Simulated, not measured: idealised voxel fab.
This section sets out a process module, namely voxel transistor to metal.
Pictured: cross-section cut, 285 nm wide, on a grid of 5 nm square cells.
We lay out every cross-section as a grid of square cells and spell it out in bands from the top down, where one band means one or more rows of cells. Basically the band line says how high the top is and how high the bottom is, in nm, and then what's in it from left to right, every material with its width in nm. Empty space shows up as "blank", and if a single material carries "throughout" it runs the full band edge to edge. It should be noted that heights are counted from 0, beneath which the wafer as supplied is of one material throughout, and that the lowest band possesses no lower boundary but continues downward, as written in "0 down". Top row gets the first number, bottom row gets the second, and each row in between changes by the same step: that is how a band width like "30 to 40" works. Step note "left unchanged" = no cross-section cell changed. This entry, "Enclosed void inventory", enumerates those empty regions of no fewer than 8 cells that possess no open connection to the top. Each region is reported in the form width x height at distance, the distance being taken from the left edge, with all three quantities expressed in nm. Where a step's line continues beyond its settings, the continuation is a remark by the simulator itself on that step. Each step line may optionally specify "overlay nm", which for a step with a mask gives the rightward distance between the mask's planned place and where it lay, a negative value indicating the leftward direction.
Set out below are the planned steps of the process:
step 1: RECEIVE,material Si
step 2: OXIDIZE,depth nm 5
step 3: CONFORMAL_DEP,material SiN,thk nm 10
step 4: DIRECTIONAL_DEP,material aC,thk nm 10
step 5: PATTERN,tone cover,mask id ACTIVE,material resist,width nm 115,pitch nm 135,thk nm 30,overlay nm 0
step 6: DIRECTIONAL_ETCH,etch materials aC,depth nm 10
step 7: STRIP,etch materials resist
step 8: DIRECTIONAL_ETCH,etch materials SiN,depth nm 10
step 9: DIRECTIONAL_ETCH,etch materials SiO2,depth nm 5
step 10: DIRECTIONAL_ETCH,etch materials Si,depth nm 35
step 11: STRIP,etch materials aC
step 12: OXIDIZE,depth nm 5
step 13: FILL_DEP,material SiO2,thk nm 10
step 14: CMP,height nm 10
step 15: SELECTIVE_ETCH,etch materials SiO2,depth nm 5
step 16: STRIP,etch materials SiN
step 17: SELECTIVE_ETCH,etch materials SiO2,depth nm 5
step 18: OXIDIZE,depth nm 5
step 19: DIRECTIONAL_DEP,material polySi,thk nm 20
step 20: DIRECTIONAL_DEP,material SiCN,thk nm 10
step 21: MASKED_ETCH,tone cover,mask id GATE,width nm 35,pitch nm 135,etch materials SiCN,depth nm 20,overlay nm 0
step 22: MASKED_ETCH,tone cover,mask id GATE,width nm 35,pitch nm 135,etch materials polySi,depth nm 30,overlay nm 0
step 23: CONFORMAL_DEP,material SiN,thk nm 10
step 24: DIRECTIONAL_ETCH,etch materials SiN,depth nm 10
step 25: DIRECTIONAL_ETCH,etch materials SiO2,depth nm 5
step 26: EPI,material SiGe,thk nm 5
step 27: FILL_DEP,material SiO2,thk nm 5
step 28: CMP,height nm 15
step 29: STRIP,etch materials polySi
step 30: SELECTIVE_ETCH,etch materials SiO2,depth nm 5
step 31: CONFORMAL_DEP,material HfO2,thk nm 5
step 32: CONFORMAL_DEP,material TiN,thk nm 5
step 33: FILL_DEP,material W,thk nm 5
step 34: CMP,height nm 10
step 35: DIRECTIONAL_DEP,material SiO2,thk nm 10
step 36: DIRECTIONAL_DEP,material aC,thk nm 15
step 37: PATTERN,tone open,mask id CONTACT,material resist,width nm 15,thk nm 30,overlay nm 0
step 38: DIRECTIONAL_ETCH,etch materials aC,depth nm 15
step 39: STRIP,etch materials resist
step 40: DIRECTIONAL_ETCH,etch materials SiO2,depth nm 25
step 41: STRIP,etch materials aC
step 42: CONFORMAL_DEP,material TiN,thk nm 5
step 43: FILL_DEP,material W,thk nm 10
step 44: CMP,height nm 20
step 45: CONFORMAL_DEP,material SiN,thk nm 5
step 46: DIRECTIONAL_DEP,material lowk,thk nm 20
step 47: PATTERN,tone open,mask id METAL_1,material resist,width nm 15,thk nm 15,overlay nm 0
step 48: DIRECTIONAL_ETCH,etch materials lowk,depth nm 20
step 49: DIRECTIONAL_ETCH,etch materials SiN,depth nm 5
step 50: STRIP,etch materials resist
step 51: CONFORMAL_DEP,material TiN,thk nm 5
step 52: FILL_DEP,material Cu,thk nm 5
step 53: CMP,height nm 45
step 54: EPI,material Ru,thk nm 5
step 55: FILL_DEP,material SiCN,thk nm 5
So this is the incoming wafer in cross-section - it's already been through step 1:
0 down | Si throughout
Enclosed void inventory: none
Figure: cross-sectional view of the wafer upon completion of the module, processed from the initial state and according to the plan depicted above, with one error introduced during execution:
55 to 50 | SiCN throughout
50 to 45 | 20 nm SiCN, 25 nm Ru, 55 nm SiCN, 25 nm Ru, 30 nm SiCN, 25 nm Ru, 55 nm SiCN, 25 nm Ru, 25 nm SiCN
45 to 25 | 25 nm lowk, 5 nm TiN, 5 nm Cu, 5 nm TiN, 65 nm lowk, 5 nm TiN, 5 nm Cu, 5 nm TiN, 40 nm lowk, 5 nm TiN, 5 nm Cu, 5 nm TiN, 65 nm lowk, 5 nm TiN, 5 nm Cu, 5 nm TiN, 30 nm lowk
25 to 20 | 25 nm SiN, 15 nm TiN, 65 nm SiN, 15 nm TiN, 40 nm SiN, 15 nm TiN, 65 nm SiN, 15 nm TiN, 30 nm SiN
20 to 10 | 25 nm SiO2, 5 nm TiN, 5 nm W, 5 nm TiN, 65 nm SiO2, 5 nm TiN, 5 nm W, 5 nm TiN, 40 nm SiO2, 5 nm TiN, 5 nm W, 5 nm TiN, 65 nm SiO2, 5 nm TiN, 5 nm W, 5 nm TiN, 30 nm SiO2
10 to 0 | 25 nm SiO2, 5 nm TiN, 5 nm W, 5 nm TiN, 5 nm SiO2, 10 nm SiN, 5 nm HfO2, 5 nm lowk, 15 nm W, 5 nm lowk, 5 nm HfO2, 10 nm SiN, 5 nm SiO2, 5 nm TiN, 5 nm W, 5 nm TiN, 40 nm SiO2, 5 nm TiN, 5 nm W, 5 nm TiN, 5 nm SiO2, 10 nm SiN, 5 nm HfO2, 5 nm lowk, 15 nm W, 5 nm lowk, 5 nm HfO2, 10 nm SiN, 5 nm SiO2, 5 nm TiN, 5 nm W, 5 nm TiN, 30 nm SiO2
0 to -5 | 10 nm SiO2, 10 nm SiN, 5 nm SiO2, 15 nm TiN, 5 nm SiO2, 10 nm SiN, 5 nm HfO2, 25 nm lowk, 5 nm HfO2, 10 nm SiN, 5 nm SiO2, 15 nm TiN, 5 nm SiO2, 10 nm SiN, 10 nm SiO2, 10 nm SiN, 5 nm SiO2, 15 nm TiN, 5 nm SiO2, 10 nm SiN, 5 nm HfO2, 25 nm lowk, 5 nm HfO2, 10 nm SiN, 5 nm SiO2, 15 nm TiN, 5 nm SiO2, 10 nm SiN, 15 nm SiO2
-5 to -10 | 20 nm SiO2, 25 nm SiGe, 5 nm SiO2, 45 nm HfO2, 5 nm SiO2, 25 nm SiGe, 30 nm SiO2, 25 nm SiGe, 5 nm SiO2, 45 nm HfO2, 5 nm SiO2, 25 nm SiGe, 25 nm SiO2
-10 to -45 | 20 nm SiO2, 105 nm Si, 30 nm SiO2, 105 nm Si, 25 nm SiO2
-45 down | Si throughout
Enclosed void inventory: none
Here's what went sideways: in deviation from the planned setting, step 32 was conducted as CONFORMAL_DEP,material lowk,thk nm 5
